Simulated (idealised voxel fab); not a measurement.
Presented below is a process module, voxel ribs on slabs.
Each square cell in cross-section cut measures 5 nm, and the section as a whole is 255 nm wide.
Cross-sections here: square-cell grids, written as top-down lists of bands, a band being one or more rows of cells.
Heads up on the band format: heights come first, top then bottom, in nm. After that it's the materials left to right, each with its width in nm. A single material flagged "full width" fills the whole band edge to edge, and "blank" means there's empty space there.
Heights are measured from 0, the level below which the as-received wafer is all one material; the lowest band has no bottom and continues downward, written as in "0 down".
The two numbers in a width such as "30->40" mark its ends across the band: the first belongs to the top row of cells, the second to the bottom row, and from each row to the next the width moves by the same amount.
Reading "no modification" for a step: not a cell of the cross-section changed in it.
Voids not open to the top, 8 cells minimum: see "Fully closed voids". Written width x height at distance; distance is from the left edge; nm.
Text after the settings on a step's line: the simulator's own remark on that step.
overlay nm: how far to the right of its planned place the mask lay on this masked step (negative: to the left).

Steps planned for the process:
- 1: RECEIVE: material Si
- 2: DIRECTIONAL_DEP: material SiO2, thk nm 20
- 3: DIRECTIONAL_DEP: material SiN, thk nm 20
- 4: DIRECTIONAL_DEP: material aC, thk nm 10
- 5: PATTERN: tone cover, mask id RIB, material resist, width nm 15, thk nm 25, overlay nm 0
- 6: DIRECTIONAL_ETCH: etch materials aC, depth nm 10
- 7: STRIP: etch materials resist
- 8: DIRECTIONAL_ETCH: etch materials SiN, depth nm 10
- 9: STRIP: etch materials aC
- 10: PATTERN: tone cover, mask id SLAB, material resist, width nm 75, thk nm 20, overlay nm 0
- 11: DIRECTIONAL_ETCH: etch materials SiN, depth nm 10
- 12: STRIP: etch materials resist
- 13: FILL_DEP: material SiO2, thk nm 20
- 14: CMP: height nm 50
- 15: DIRECTIONAL_DEP: material W, thk nm 10
- 16: MASKED_ETCH: tone cover, mask id HEATER, width nm 15, etch materials W, depth nm 10, overlay nm 0
- 17: CONFORMAL_DEP: material SiO2, thk nm 5
Variable across wafers: step 16 width nm (plan value is that of the first wafer; starting state common to all).

Received condition of the first of several wafers, sectioned: post-step 1:
* 0 down: Si full width
* Fully closed voids: none

The rows of the table below are wafers. Looking at the end of the module, a row counts, for every material, the cells the wafer has gained, shown as (+), or lost, shown as (-), since it was received; its closed voids come next:
width nm 15 | +36 SiN | +529 SiO2 | +6 W | Fully closed voids: none
width nm 20 | +36 SiN | +529 SiO2 | +8 W | Fully closed voids: none
width nm 25 | +36 SiN | +529 SiO2 | +10 W | Fully closed voids: none
width nm 30 | +36 SiN | +529 SiO2 | +12 W | Fully closed voids: none
width nm 35 | +36 SiN | +529 SiO2 | +14 W | Fully closed voids: none
width nm 40 | +36 SiN | +529 SiO2 | +16 W | Fully closed voids: none
